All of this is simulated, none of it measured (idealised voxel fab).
Title: Process Module voxel transistor to metal
Xsec cut, 155 nm wide, square cell size 5 nm.
Bands, listed from the top down, are how a cross-section gets written in this document; the cross-section itself is a grid of square cells, and a band is one or more rows of them. Band: top and bottom heights (nm) first, top before bottom; then materials from left to right, widths in nm. "full width" marks a sole material filling the band edge to edge. "blank" denotes empty space. It should be noted that heights are counted from 0, beneath which the wafer as supplied is of one material throughout, and that the lowest band possesses no lower boundary but continues downward, as written in "0 down". The expression "30 to 40" gives the width at the extremes of the band, the first number at its top row of cells and the second at its bottom row, with the width changing by equal amounts from each row to the next in between. Reading "same as before" for a step: not a cell of the cross-section changed in it. Heads up: "Sealed-off cavities" only lists the empty pockets with no open path to the top that are 8 cells or more, and it writes them as width x height at distance, distance from the left edge, in nm. Heads up: the bit after the settings on a step's line is the simulator's remark on that step. overlay nm: mask offset rightward from planned place, masked step; negative means leftward offset.
These are the steps we planned for the process
1. RECEIVE: material Si
2. CONFORMAL_DEP: material SiO2, thk nm 5
3. CONFORMAL_DEP: material SiN, thk nm 15
4. MASKED_ETCH: tone cover, mask id ACTIVE, width nm 95, etch materials SiN, depth nm 15, overlay nm 0
5. MASKED_ETCH: tone cover, mask id ACTIVE, width nm 95, etch materials SiO2, depth nm 5, overlay nm 0
6. MASKED_ETCH: tone cover, mask id ACTIVE, width nm 95, etch materials Si, depth nm 25, overlay nm 0
7. FILL_DEP: material SiO2, thk nm 5
8. CMP: height nm 20
9. SELECTIVE_ETCH: etch materials SiO2, depth nm 15
10. STRIP: etch materials SiN
11. SELECTIVE_ETCH: etch materials SiO2, depth nm 5
12. OXIDIZE: depth nm 5
13. DIRECTIONAL_DEP: material polySi, thk nm 20
14. DIRECTIONAL_DEP: material SiCN, thk nm 10
15. DIRECTIONAL_DEP: material aC, thk nm 10
16. PATTERN: tone cover, mask id GATE, material resist, width nm 25, thk nm 25, overlay nm 0
17. DIRECTIONAL_ETCH: etch materials aC, depth nm 10
18. STRIP: etch materials resist
19. DIRECTIONAL_ETCH: etch materials SiCN, depth nm 20
20. DIRECTIONAL_ETCH: etch materials polySi, depth nm 30
21. STRIP: etch materials aC
22. CONFORMAL_DEP: material SiO2, thk nm 5
23. DIRECTIONAL_ETCH: etch materials SiO2, depth nm 5
24. CONFORMAL_DEP: material SiN, thk nm 5
25. DIRECTIONAL_ETCH: etch materials SiN, depth nm 5
26. DIRECTIONAL_ETCH: etch materials SiO2, depth nm 5
27. EPI: material pSi, thk nm 5
28. FILL_DEP: material SiO2, thk nm 10
29. CMP: height nm 20
30. STRIP: etch materials polySi
31. SELECTIVE_ETCH: etch materials SiO2, depth nm 5
32. CONFORMAL_DEP: material HfO2, thk nm 5
33. CONFORMAL_DEP: material TiN, thk nm 5
34. FILL_DEP: material W, thk nm 5
35. CMP: height nm 15
36. DIRECTIONAL_DEP: material SiO2, thk nm 15
37. MASKED_ETCH: tone open, mask id CONTACT, width nm 15, pitch nm 70, etch materials SiO2, depth nm 30, overlay nm 0
38. CONFORMAL_DEP: material TiN, thk nm 5
39. FILL_DEP: material Ru, thk nm 5
40. CMP: height nm 30
41. DIRECTIONAL_DEP: material TiN, thk nm 5
42. DIRECTIONAL_DEP: material W, thk nm 15
43. PATTERN: tone cover, mask id METAL_1, material resist, width nm 15, pitch nm 70, thk nm 15, overlay nm 0
44. DIRECTIONAL_ETCH: etch materials W, depth nm 15
45. DIRECTIONAL_ETCH: etch materials TiN, depth nm 5
46. STRIP: etch materials resist
47. CONFORMAL_DEP: material SiCN, thk nm 5
48. FILL_DEP: material SiO2, thk nm 5
49. CMP: height nm 50
50. CONFORMAL_DEP: material SiCN, thk nm 5
51. DIRECTIONAL_DEP: material SiO2, thk nm 35
52. PATTERN: tone open, mask id METAL_2, material resist, width nm 15, pitch nm 70, thk nm 20, overlay nm 0
53. DIRECTIONAL_ETCH: etch materials SiO2, depth nm 20
54. STRIP: etch materials resist
55. PATTERN: tone open, mask id METAL_2_HOLES, material resist, width nm 15, pitch nm 70, thk nm 15, overlay nm 0
56. DIRECTIONAL_ETCH: etch materials SiO2, depth nm 15
57. DIRECTIONAL_ETCH: etch materials SiCN, depth nm 5
58. STRIP: etch materials resist
59. CONFORMAL_DEP: material TiN, thk nm 5
60. FILL_DEP: material Ru, thk nm 5
61. CMP: height nm 90
62. CONFORMAL_DEP: material SiCN, thk nm 5
Wafer, first of two, run as planned
Wafer at receipt (post step 1), cross-section
  0 down = Si full width
  Sealed-off cavities: none
Take a look at the wafer's cross-section after step 2
  5 to 0 = SiO2 full width
  Under 0: no change, same as before.
Take a look at the wafer's cross-section after step 3
  20 to 5 = SiN full width
  Under 5: no change, same as before.
Take a look at the wafer's cross-section after step 4
  20 to 5 = blank: 30; SiN: 95; blank: 30
  Under 5: no change, same as before.
Take a look at the wafer's cross-section after step 5
  20 to 5 = blank: 30; SiN: 95; blank: 30
  5 to 0 = blank: 30; SiO2: 95; blank: 30
  Under 0: no change, same as before.
Take a look at the wafer's cross-section after step 6
  20 to 5 = blank: 30; SiN: 95; blank: 30
  5 to 0 = blank: 30; SiO2: 95; blank: 30
  0 to -25 = blank: 30; Si: 95; blank: 30
  Under -25: no change, same as before.
Take a look at the wafer's cross-section after step 7
  25 to 20 = SiO2 full width
  20 to 5 = SiO2: 30; SiN: 95; SiO2: 30
  5 to 0 = SiO2 full width
  0 to -25 = SiO2: 30; Si: 95; SiO2: 30
  Under -25: no change, same as before.
Take a look at the wafer's cross-section after step 8
  20 to 5 = SiO2: 30; SiN: 95; SiO2: 30
  Under 5: no change, same as before.
Take a look at the wafer's cross-section after step 9
  20 to 5 = blank: 30; SiN: 95; blank: 30
  Under 5: no change, same as before.
Take a look at the wafer's cross-section after step 10
  5 to 0 = SiO2 full width
  Under 0: no change, same as before.
Take a look at the wafer's cross-section after step 11
  0 to -25 = SiO2: 30; Si: 95; SiO2: 30
  Under -25: no change, same as before.
Take a look at the wafer's cross-section after step 12
  0 to -5 = SiO2 full width
  Under -5: no change, same as before.
Take a look at the wafer's cross-section after step 13
  20 to 0 = polySi full width
  Under 0: no change, same as before.
Take a look at the wafer's cross-section after step 14
  30 to 20 = SiCN full width
  Under 20: no change, same as before.
Take a look at the wafer's cross-section after step 15
  40 to 30 = aC full width
  Under 30: no change, same as before.
Take a look at the wafer's cross-section after step 16
  65 to 40 = blank: 65; resist: 25; blank: 65
  Under 40: no change, same as before.
Take a look at the wafer's cross-section after step 17
  55 to 40 = blank: 65; resist: 25; blank: 65
  40 to 30 = blank: 65; aC: 25; blank: 65
  Under 30: no change, same as before.
Take a look at the wafer's cross-section after step 18
  40 to 30 = blank: 65; aC: 25; blank: 65
  Under 30: no change, same as before.
Take a look at the wafer's cross-section after step 19
  40 to 30 = blank: 65; aC: 25; blank: 65
  30 to 20 = blank: 65; SiCN: 25; blank: 65
  Under 20: no change, same as before.
Take a look at the wafer's cross-section after step 20
  40 to 30 = blank: 65; aC: 25; blank: 65
  30 to 20 = blank: 65; SiCN: 25; blank: 65
  20 to 0 = blank: 65; polySi: 25; blank: 65
  Under 0: no change, same as before.
Take a look at the wafer's cross-section after step 21
  30 to 20 = blank: 65; SiCN: 25; blank: 65
  Under 20: no change, same as before.
Take a look at the wafer's cross-section after step 22
  35 to 30 = blank: 60; SiO2: 35; blank: 60
  30 to 20 = blank: 60; SiO2: 5; SiCN: 25; SiO2: 5; blank: 60
  20 to 5 = blank: 60; SiO2: 5; polySi: 25; SiO2: 5; blank: 60
  5 to 0 = SiO2: 65; polySi: 25; SiO2: 65
  Under 0: no change, same as before.
Take a look at the wafer's cross-section after step 23
  30 to 20 = blank: 60; SiO2: 5; SiCN: 25; SiO2: 5; blank: 60
  20 to 0 = blank: 60; SiO2: 5; polySi: 25; SiO2: 5; blank: 60
  Under 0: no change, same as before.
Take a look at the wafer's cross-section after step 24
  35 to 30 = blank: 55; SiN: 45; blank: 55
  30 to 20 = blank: 55; SiN: 5; SiO2: 5; SiCN: 25; SiO2: 5; SiN: 5; blank: 55
  20 to 5 = blank: 55; SiN: 5; SiO2: 5; polySi: 25; SiO2: 5; SiN: 5; blank: 55
  5 to 0 = SiN: 60; SiO2: 5; polySi: 25; SiO2: 5; SiN: 60
  Under 0: no change, same as before.
Take a look at the wafer's cross-section after step 25
  30 to 20 = blank: 55; SiN: 5; SiO2: 5; SiCN: 25; SiO2: 5; SiN: 5; blank: 55
  20 to 0 = blank: 55; SiN: 5; SiO2: 5; polySi: 25; SiO2: 5; SiN: 5; blank: 55
  Under 0: no change, same as before.
Take a look at the wafer's cross-section after step 26
  30 to 25 = blank: 55; SiN: 5; blank: 5; SiCN: 25; blank: 5; SiN: 5; blank: 55
  25 to 20 = blank: 55; SiN: 5; SiO2: 5; SiCN: 25; SiO2: 5; SiN: 5; blank: 55
  20 to 0 = blank: 55; SiN: 5; SiO2: 5; polySi: 25; SiO2: 5; SiN: 5; blank: 55
  0 to -5 = blank: 55; SiO2: 45; blank: 55
  Under -5: no change, same as before.
Take a look at the wafer's cross-section after step 27
  30 to 25 = blank: 55; SiN: 5; blank: 5; SiCN: 25; blank: 5; SiN: 5; blank: 55
  25 to 20 = blank: 55; SiN: 5; SiO2: 5; SiCN: 25; SiO2: 5; SiN: 5; blank: 55
  20 to 0 = blank: 55; SiN: 5; SiO2: 5; polySi: 25; SiO2: 5; SiN: 5; blank: 55
  0 to -5 = blank: 25; pSi: 30; SiO2: 45; pSi: 30; blank: 25
  Under -5: no change, same as before.
Take a look at the wafer's cross-section after step 28
  40 to 30 = SiO2 full width
  30 to 20 = SiO2: 55; SiN: 5; SiO2: 5; SiCN: 25; SiO2: 5; SiN: 5; SiO2: 55
  20 to 0 = SiO2: 55; SiN: 5; SiO2: 5; polySi: 25; SiO2: 5; SiN: 5; SiO2: 55
  0 to -5 = SiO2: 25; pSi: 30; SiO2: 45; pSi: 30; SiO2: 25
  Under -5: no change, same as before.
Take a look at the wafer's cross-section after step 29
  20 to 0 = SiO2: 55; SiN: 5; SiO2: 5; polySi: 25; SiO2: 5; SiN: 5; SiO2: 55
  Under 0: no change, same as before.
Take a look at the wafer's cross-section after step 30
  20 to 0 = SiO2: 55; SiN: 5; SiO2: 5; blank: 25; SiO2: 5; SiN: 5; SiO2: 55
  Under 0: no change, same as before.
Take a look at the wafer's cross-section after step 31
  20 to 15 = blank: 55; SiN: 5; blank: 35; SiN: 5; blank: 55
  15 to 0 = SiO2: 55; SiN: 5; blank: 35; SiN: 5; SiO2: 55
  0 to -5 = SiO2: 25; pSi: 30; SiO2: 5; blank: 35; SiO2: 5; pSi: 30; SiO2: 25
  Under -5: no change, same as before.
Take a look at the wafer's cross-section after step 32
  25 to 20 = blank: 50; HfO2: 15; blank: 25; HfO2: 15; blank: 50
  20 to 15 = HfO2: 55; SiN: 5; HfO2: 5; blank: 25; HfO2: 5; SiN: 5; HfO2: 55
  15 to 0 = SiO2: 55; SiN: 5; HfO2: 5; blank: 25; HfO2: 5; SiN: 5; SiO2: 55
  0 to -5 = SiO2: 25; pSi: 30; SiO2: 5; HfO2: 35; SiO2: 5; pSi: 30; SiO2: 25
  Under -5: no change, same as before.
Take a look at the wafer's cross-section after step 33
  30 to 25 = blank: 45; TiN: 25; blank: 15; TiN: 25; blank: 45
  25 to 20 = TiN: 50; HfO2: 15; TiN: 5; blank: 15; TiN: 5; HfO2: 15; TiN: 50
  20 to 15 = HfO2: 55; SiN: 5; HfO2: 5; TiN: 5; blank: 15; TiN: 5; HfO2: 5; SiN: 5; HfO2: 55
  15 to 5 = SiO2: 55; SiN: 5; HfO2: 5; TiN: 5; blank: 15; TiN: 5; HfO2: 5; SiN: 5; SiO2: 55
  5 to 0 = SiO2: 55; SiN: 5; HfO2: 5; TiN: 25; HfO2: 5; SiN: 5; SiO2: 55
  Under 0: no change, same as before.
Take a look at the wafer's cross-section after step 34
  35 to 30 = W full width
  30 to 25 = W: 45; TiN: 25; W: 15; TiN: 25; W: 45
  25 to 20 = TiN: 50; HfO2: 15; TiN: 5; W: 15; TiN: 5; HfO2: 15; TiN: 50
  20 to 15 = HfO2: 55; SiN: 5; HfO2: 5; TiN: 5; W: 15; TiN: 5; HfO2: 5; SiN: 5; HfO2: 55
  15 to 5 = SiO2: 55; SiN: 5; HfO2: 5; TiN: 5; W: 15; TiN: 5; HfO2: 5; SiN: 5; SiO2: 55
  Under 5: no change, same as before.
Take a look at the wafer's cross-section after step 35
  15 to 5 = SiO2: 55; SiN: 5; HfO2: 5; TiN: 5; W: 15; TiN: 5; HfO2: 5; SiN: 5; SiO2: 55
  Under 5: no change, same as before.
Take a look at the wafer's cross-section after step 36
  30 to 15 = SiO2 full width
  Under 15: no change, same as before.
Take a look at the wafer's cross-section after step 37
  30 to 15 = SiO2: 35; blank: 15; SiO2: 55; blank: 15; SiO2: 35
  15 to 5 = SiO2: 35; blank: 15; SiO2: 5; SiN: 5; HfO2: 5; TiN: 5; W: 15; TiN: 5; HfO2: 5; SiN: 5; SiO2: 5; blank: 15; SiO2: 35
  5 to 0 = SiO2: 35; blank: 15; SiO2: 5; SiN: 5; HfO2: 5; TiN: 25; HfO2: 5; SiN: 5; SiO2: 5; blank: 15; SiO2: 35
  Under 0: no change, same as before.
Take a look at the wafer's cross-section after step 38
  35 to 30 = TiN: 40; blank: 5; TiN: 65; blank: 5; TiN: 40
  30 to 15 = SiO2: 35; TiN: 5; blank: 5; TiN: 5; SiO2: 55; TiN: 5; blank: 5; TiN: 5; SiO2: 35
  15 to 5 = SiO2: 35; TiN: 5; blank: 5; TiN: 5; SiO2: 5; SiN: 5; HfO2: 5; TiN: 5; W: 15; TiN: 5; HfO2: 5; SiN: 5; SiO2: 5; TiN: 5; blank: 5; TiN: 5; SiO2: 35
  5 to 0 = SiO2: 35; TiN: 15; SiO2: 5; SiN: 5; HfO2: 5; TiN: 25; HfO2: 5; SiN: 5; SiO2: 5; TiN: 15; SiO2: 35
  Under 0: no change, same as before.
Take a look at the wafer's cross-section after step 39
  40 to 35 = Ru full width
  35 to 30 = TiN: 40; Ru: 5; TiN: 65; Ru: 5; TiN: 40
  30 to 15 = SiO2: 35; TiN: 5; Ru: 5; TiN: 5; SiO2: 55; TiN: 5; Ru: 5; TiN: 5; SiO2: 35
  15 to 5 = SiO2: 35; TiN: 5; Ru: 5; TiN: 5; SiO2: 5; SiN: 5; HfO2: 5; TiN: 5; W: 15; TiN: 5; HfO2: 5; SiN: 5; SiO2: 5; TiN: 5; Ru: 5; TiN: 5; SiO2: 35
  Under 5: no change, same as before.
Take a look at the wafer's cross-section after step 40
  30 to 15 = SiO2: 35; TiN: 5; Ru: 5; TiN: 5; SiO2: 55; TiN: 5; Ru: 5; TiN: 5; SiO2: 35
  Under 15: no change, same as before.
Take a look at the wafer's cross-section after step 41
  35 to 30 = TiN full width
  Under 30: no change, same as before.
Take a look at the wafer's cross-section after step 42
  50 to 35 = W full width
  Under 35: no change, same as before.
Take a look at the wafer's cross-section after step 43
  65 to 50 = blank: 35; resist: 15; blank: 55; resist: 15; blank: 35
  Under 50: no change, same as before.
Take a look at the wafer's cross-section after step 44
  65 to 50 = blank: 35; resist: 15; blank: 55; resist: 15; blank: 35
  50 to 35 = blank: 35; W: 15; blank: 55; W: 15; blank: 35
  Under 35: no change, same as before.
Take a look at the wafer's cross-section after step 45
  65 to 50 = blank: 35; resist: 15; blank: 55; resist: 15; blank: 35
  50 to 35 = blank: 35; W: 15; blank: 55; W: 15; blank: 35
  35 to 30 = blank: 35; TiN: 15; blank: 55; TiN: 15; blank: 35
  Under 30: no change, same as before.
Take a look at the wafer's cross-section after step 46
  50 to 35 = blank: 35; W: 15; blank: 55; W: 15; blank: 35
  Under 35: no change, same as before.
Take a look at the wafer's cross-section after step 47
  55 to 50 = blank: 30; SiCN: 25; blank: 45; SiCN: 25; blank: 30
  50 to 35 = blank: 30; SiCN: 5; W: 15; SiCN: 5; blank: 45; SiCN: 5; W: 15; SiCN: 5; blank: 30
  35 to 30 = SiCN: 35; TiN: 15; SiCN: 55; TiN: 15; SiCN: 35
  Under 30: no change, same as before.
Take a look at the wafer's cross-section after step 48
  60 to 55 = SiO2 full width
  55 to 50 = SiO2: 30; SiCN: 25; SiO2: 45; SiCN: 25; SiO2: 30
  50 to 35 = SiO2: 30; SiCN: 5; W: 15; SiCN: 5; SiO2: 45; SiCN: 5; W: 15; SiCN: 5; SiO2: 30
  Under 35: no change, same as before.
Take a look at the wafer's cross-section after step 49
  50 to 35 = SiO2: 30; SiCN: 5; W: 15; SiCN: 5; SiO2: 45; SiCN: 5; W: 15; SiCN: 5; SiO2: 30
  Under 35: no change, same as before.
Take a look at the wafer's cross-section after step 50
  55 to 50 = SiCN full width
  Under 50: no change, same as before.
Take a look at the wafer's cross-section after step 51
  90 to 55 = SiO2 full width
  Under 55: no change, same as before.
Take a look at the wafer's cross-section after step 52
  110 to 90 = resist: 35; blank: 15; resist: 55; blank: 15; resist: 35
  Under 90: no change, same as before.
Take a look at the wafer's cross-section after step 53
  110 to 90 = resist: 35; blank: 15; resist: 55; blank: 15; resist: 35
  90 to 70 = SiO2: 35; blank: 15; SiO2: 55; blank: 15; SiO2: 35
  Under 70: no change, same as before.
Take a look at the wafer's cross-section after step 54
  90 to 70 = SiO2: 35; blank: 15; SiO2: 55; blank: 15; SiO2: 35
  Under 70: no change, same as before.
Take a look at the wafer's cross-section after step 55
  105 to 90 = resist: 35; blank: 15; resist: 55; blank: 15; resist: 35
  Under 90: no change, same as before.
Take a look at the wafer's cross-section after step 56
  105 to 90 = resist: 35; blank: 15; resist: 55; blank: 15; resist: 35
  90 to 55 = SiO2: 35; blank: 15; SiO2: 55; blank: 15; SiO2: 35
  Under 55: no change, same as before.
Take a look at the wafer's cross-section after step 57
  105 to 90 = resist: 35; blank: 15; resist: 55; blank: 15; resist: 35
  90 to 55 = SiO2: 35; blank: 15; SiO2: 55; blank: 15; SiO2: 35
  55 to 50 = SiCN: 35; blank: 15; SiCN: 55; blank: 15; SiCN: 35
  Under 50: no change, same as before.
Take a look at the wafer's cross-section after step 58
  90 to 55 = SiO2: 35; blank: 15; SiO2: 55; blank: 15; SiO2: 35
  Under 55: no change, same as before.
Take a look at the wafer's cross-section after step 59
  95 to 90 = TiN: 40; blank: 5; TiN: 65; blank: 5; TiN: 40
  90 to 55 = SiO2: 35; TiN: 5; blank: 5; TiN: 5; SiO2: 55; TiN: 5; blank: 5; TiN: 5; SiO2: 35
  55 to 50 = SiCN: 35; TiN: 15; SiCN: 55; TiN: 15; SiCN: 35
  Under 50: no change, same as before.
Take a look at the wafer's cross-section after step 60
  100 to 95 = Ru full width
  95 to 90 = TiN: 40; Ru: 5; TiN: 65; Ru: 5; TiN: 40
  90 to 55 = SiO2: 35; TiN: 5; Ru: 5; TiN: 5; SiO2: 55; TiN: 5; Ru: 5; TiN: 5; SiO2: 35
  Under 55: no change, same as before.
Take a look at the wafer's cross-section after step 61
  90 to 55 = SiO2: 35; TiN: 5; Ru: 5; TiN: 5; SiO2: 55; TiN: 5; Ru: 5; TiN: 5; SiO2: 35
  Under 55: no change, same as before.
Take a look at the wafer's cross-section after step 62
  95 to 90 = SiCN full width
  Under 90: no change, same as before.
Second wafer. Start and plan as for the first. One mistake made in running. Agrees with the first up to and including step 23
Second wafer profile in section, at the moment step 24 of the plan was meant to be complete: same as before
Second wafer profile in section, at the moment step 25 of the plan was meant to be complete: same as before
Second wafer profile in section, at the moment step 26 of the plan was meant to be complete
  30 to 25 = blank: 65; SiCN: 25; blank: 65
  25 to 20 = blank: 60; SiO2: 5; SiCN: 25; SiO2: 5; blank: 60
  20 to 0 = blank: 60; SiO2: 5; polySi: 25; SiO2: 5; blank: 60
  0 to -5 = blank: 60; SiO2: 35; blank: 60
  Under -5: no change, same as before.
Second wafer profile in section, at the moment step 27 of the plan was meant to be complete
  30 to 25 = blank: 65; SiCN: 25; blank: 65
  25 to 20 = blank: 60; SiO2: 5; SiCN: 25; SiO2: 5; blank: 60
  20 to 0 = blank: 60; SiO2: 5; polySi: 25; SiO2: 5; blank: 60
  0 to -5 = blank: 25; pSi: 35; SiO2: 35; pSi: 35; blank: 25
  Under -5: no change, same as before.
Second wafer profile in section, at the moment step 28 of the plan was meant to be complete
  40 to 30 = SiO2 full width
  30 to 20 = SiO2: 65; SiCN: 25; SiO2: 65
  20 to 0 = SiO2: 65; polySi: 25; SiO2: 65
  0 to -5 = SiO2: 25; pSi: 35; SiO2: 35; pSi: 35; SiO2: 25
  Under -5: no change, same as before.
Second wafer profile in section, at the moment step 29 of the plan was meant to be complete
  20 to 0 = SiO2: 65; polySi: 25; SiO2: 65
  Under 0: no change, same as before.
Second wafer profile in section, at the moment step 30 of the plan was meant to be complete
  20 to 0 = SiO2: 65; blank: 25; SiO2: 65
  Under 0: no change, same as before.
Second wafer profile in section, at the moment step 31 of the plan was meant to be complete
  15 to 0 = SiO2: 60; blank: 35; SiO2: 60
  0 to -5 = SiO2: 25; pSi: 35; blank: 35; pSi: 35; SiO2: 25
  Under -5: no change, same as before.
Second wafer profile in section, at the moment step 32 of the plan was meant to be complete
  20 to 15 = HfO2: 65; blank: 25; HfO2: 65
  15 to 0 = SiO2: 60; HfO2: 5; blank: 25; HfO2: 5; SiO2: 60
  0 to -5 = SiO2: 25; pSi: 35; HfO2: 35; pSi: 35; SiO2: 25
  Under -5: no change, same as before.
Second wafer profile in section, at the moment step 33 of the plan was meant to be complete
  25 to 20 = TiN: 70; blank: 15; TiN: 70
  20 to 15 = HfO2: 65; TiN: 5; blank: 15; TiN: 5; HfO2: 65
  15 to 5 = SiO2: 60; HfO2: 5; TiN: 5; blank: 15; TiN: 5; HfO2: 5; SiO2: 60
  5 to 0 = SiO2: 60; HfO2: 5; TiN: 25; HfO2: 5; SiO2: 60
  Under 0: no change, same as before.
Second wafer profile in section, at the moment step 34 of the plan was meant to be complete
  30 to 25 = W full width
  25 to 20 = TiN: 70; W: 15; TiN: 70
  20 to 15 = HfO2: 65; TiN: 5; W: 15; TiN: 5; HfO2: 65
  15 to 5 = SiO2: 60; HfO2: 5; TiN: 5; W: 15; TiN: 5; HfO2: 5; SiO2: 60
  Under 5: no change, same as before.
Second wafer profile in section, at the moment step 35 of the plan was meant to be complete
  15 to 5 = SiO2: 60; HfO2: 5; TiN: 5; W: 15; TiN: 5; HfO2: 5; SiO2: 60
  Under 5: no change, same as before.
Second wafer profile in section, at the moment step 36 of the plan was meant to be complete
  30 to 15 = SiO2 full width
  Under 15: no change, same as before.
Second wafer profile in section, at the moment step 37 of the plan was meant to be complete
  30 to 15 = SiO2: 35; blank: 15; SiO2: 55; blank: 15; SiO2: 35
  15 to 5 = SiO2: 35; blank: 15; SiO2: 10; HfO2: 5; TiN: 5; W: 15; TiN: 5; HfO2: 5; SiO2: 10; blank: 15; SiO2: 35
  5 to 0 = SiO2: 35; blank: 15; SiO2: 10; HfO2: 5; TiN: 25; HfO2: 5; SiO2: 10; blank: 15; SiO2: 35
  Under 0: no change, same as before.
Second wafer profile in section, at the moment step 38 of the plan was meant to be complete
  35 to 30 = TiN: 40; blank: 5; TiN: 65; blank: 5; TiN: 40
  30 to 15 = SiO2: 35; TiN: 5; blank: 5; TiN: 5; SiO2: 55; TiN: 5; blank: 5; TiN: 5; SiO2: 35
  15 to 5 = SiO2: 35; TiN: 5; blank: 5; TiN: 5; SiO2: 10; HfO2: 5; TiN: 5; W: 15; TiN: 5; HfO2: 5; SiO2: 10; TiN: 5; blank: 5; TiN: 5; SiO2: 35
  5 to 0 = SiO2: 35; TiN: 15; SiO2: 10; HfO2: 5; TiN: 25; HfO2: 5; SiO2: 10; TiN: 15; SiO2: 35
  Under 0: no change, same as before.
Second wafer profile in section, at the moment step 39 of the plan was meant to be complete
  40 to 35 = Ru full width
  35 to 30 = TiN: 40; Ru: 5; TiN: 65; Ru: 5; TiN: 40
  30 to 15 = SiO2: 35; TiN: 5; Ru: 5; TiN: 5; SiO2: 55; TiN: 5; Ru: 5; TiN: 5; SiO2: 35
  15 to 5 = SiO2: 35; TiN: 5; Ru: 5; TiN: 5; SiO2: 10; HfO2: 5; TiN: 5; W: 15; TiN: 5; HfO2: 5; SiO2: 10; TiN: 5; Ru: 5; TiN: 5; SiO2: 35
  Under 5: no change, same as before.
Second wafer profile in section, at the moment step 40 of the plan was meant to be complete
  30 to 15 = SiO2: 35; TiN: 5; Ru: 5; TiN: 5; SiO2: 55; TiN: 5; Ru: 5; TiN: 5; SiO2: 35
  Under 15: no change, same as before.
Second wafer profile in section, at the moment step 41 of the plan was meant to be complete
  35 to 30 = TiN full width
  Under 30: no change, same as before.
Second wafer profile in section, at the moment step 42 of the plan was meant to be complete
  50 to 35 = W full width
  Under 35: no change, same as before.
Second wafer profile in section, at the moment step 43 of the plan was meant to be complete
  65 to 50 = blank: 35; resist: 15; blank: 55; resist: 15; blank: 35
  Under 50: no change, same as before.
Second wafer profile in section, at the moment step 44 of the plan was meant to be complete
  65 to 50 = blank: 35; resist: 15; blank: 55; resist: 15; blank: 35
  50 to 35 = blank: 35; W: 15; blank: 55; W: 15; blank: 35
  Under 35: no change, same as before.
Second wafer profile in section, at the moment step 45 of the plan was meant to be complete
  65 to 50 = blank: 35; resist: 15; blank: 55; resist: 15; blank: 35
  50 to 35 = blank: 35; W: 15; blank: 55; W: 15; blank: 35
  35 to 30 = blank: 35; TiN: 15; blank: 55; TiN: 15; blank: 35
  Under 30: no change, same as before.
Second wafer profile in section, at the moment step 46 of the plan was meant to be complete
  50 to 35 = blank: 35; W: 15; blank: 55; W: 15; blank: 35
  Under 35: no change, same as before.
Second wafer profile in section, at the moment step 47 of the plan was meant to be complete
  55 to 50 = blank: 30; SiCN: 25; blank: 45; SiCN: 25; blank: 30
  50 to 35 = blank: 30; SiCN: 5; W: 15; SiCN: 5; blank: 45; SiCN: 5; W: 15; SiCN: 5; blank: 30
  35 to 30 = SiCN: 35; TiN: 15; SiCN: 55; TiN: 15; SiCN: 35
  Under 30: no change, same as before.
Second wafer profile in section, at the moment step 48 of the plan was meant to be complete
  60 to 55 = SiO2 full width
  55 to 50 = SiO2: 30; SiCN: 25; SiO2: 45; SiCN: 25; SiO2: 30
  50 to 35 = SiO2: 30; SiCN: 5; W: 15; SiCN: 5; SiO2: 45; SiCN: 5; W: 15; SiCN: 5; SiO2: 30
  Under 35: no change, same as before.
Second wafer profile in section, at the moment step 49 of the plan was meant to be complete
  50 to 35 = SiO2: 30; SiCN: 5; W: 15; SiCN: 5; SiO2: 45; SiCN: 5; W: 15; SiCN: 5; SiO2: 30
  Under 35: no change, same as before.
Second wafer profile in section, at the moment step 50 of the plan was meant to be complete
  55 to 50 = SiCN full width
  Under 50: no change, same as before.
Second wafer profile in section, at the moment step 51 of the plan was meant to be complete
  90 to 55 = SiO2 full width
  Under 55: no change, same as before.
Second wafer profile in section, at the moment step 52 of the plan was meant to be complete
  110 to 90 = resist: 35; blank: 15; resist: 55; blank: 15; resist: 35
  Under 90: no change, same as before.
Second wafer profile in section, at the moment step 53 of the plan was meant to be complete
  110 to 90 = resist: 35; blank: 15; resist: 55; blank: 15; resist: 35
  90 to 70 = SiO2: 35; blank: 15; SiO2: 55; blank: 15; SiO2: 35
  Under 70: no change, same as before.
Second wafer profile in section, at the moment step 54 of the plan was meant to be complete
  90 to 70 = SiO2: 35; blank: 15; SiO2: 55; blank: 15; SiO2: 35
  Under 70: no change, same as before.
Second wafer profile in section, at the moment step 55 of the plan was meant to be complete
  105 to 90 = resist: 35; blank: 15; resist: 55; blank: 15; resist: 35
  Under 90: no change, same as before.
Second wafer profile in section, at the moment step 56 of the plan was meant to be complete
  105 to 90 = resist: 35; blank: 15; resist: 55; blank: 15; resist: 35
  90 to 55 = SiO2: 35; blank: 15; SiO2: 55; blank: 15; SiO2: 35
  Under 55: no change, same as before.
Second wafer profile in section, at the moment step 57 of the plan was meant to be complete
  105 to 90 = resist: 35; blank: 15; resist: 55; blank: 15; resist: 35
  90 to 55 = SiO2: 35; blank: 15; SiO2: 55; blank: 15; SiO2: 35
  55 to 50 = SiCN: 35; blank: 15; SiCN: 55; blank: 15; SiCN: 35
  Under 50: no change, same as before.
Second wafer profile in section, at the moment step 58 of the plan was meant to be complete
  90 to 55 = SiO2: 35; blank: 15; SiO2: 55; blank: 15; SiO2: 35
  Under 55: no change, same as before.
Second wafer profile in section, at the moment step 59 of the plan was meant to be complete
  95 to 90 = TiN: 40; blank: 5; TiN: 65; blank: 5; TiN: 40
  90 to 55 = SiO2: 35; TiN: 5; blank: 5; TiN: 5; SiO2: 55; TiN: 5; blank: 5; TiN: 5; SiO2: 35
  55 to 50 = SiCN: 35; TiN: 15; SiCN: 55; TiN: 15; SiCN: 35
  Under 50: no change, same as before.
Second wafer profile in section, at the moment step 60 of the plan was meant to be complete
  100 to 95 = Ru full width
  95 to 90 = TiN: 40; Ru: 5; TiN: 65; Ru: 5; TiN: 40
  90 to 55 = SiO2: 35; TiN: 5; Ru: 5; TiN: 5; SiO2: 55; TiN: 5; Ru: 5; TiN: 5; SiO2: 35
  Under 55: no change, same as before.
Second wafer profile in section, at the moment step 61 of the plan was meant to be complete
  90 to 55 = SiO2: 35; TiN: 5; Ru: 5; TiN: 5; SiO2: 55; TiN: 5; Ru: 5; TiN: 5; SiO2: 35
  Under 55: no change, same as before.
Second wafer profile in section, at the moment step 62 of the plan was meant to be complete
  95 to 90 = SiCN full width
  Under 90: no change, same as before.
What broke from the plan during processing? no execution of plan step 24; skipped
The closing comparison, in cells, has the second wafer with more or fewer of some materials than the first: SiN: 6 fewer; SiO2: 4 more; pSi: 2 more
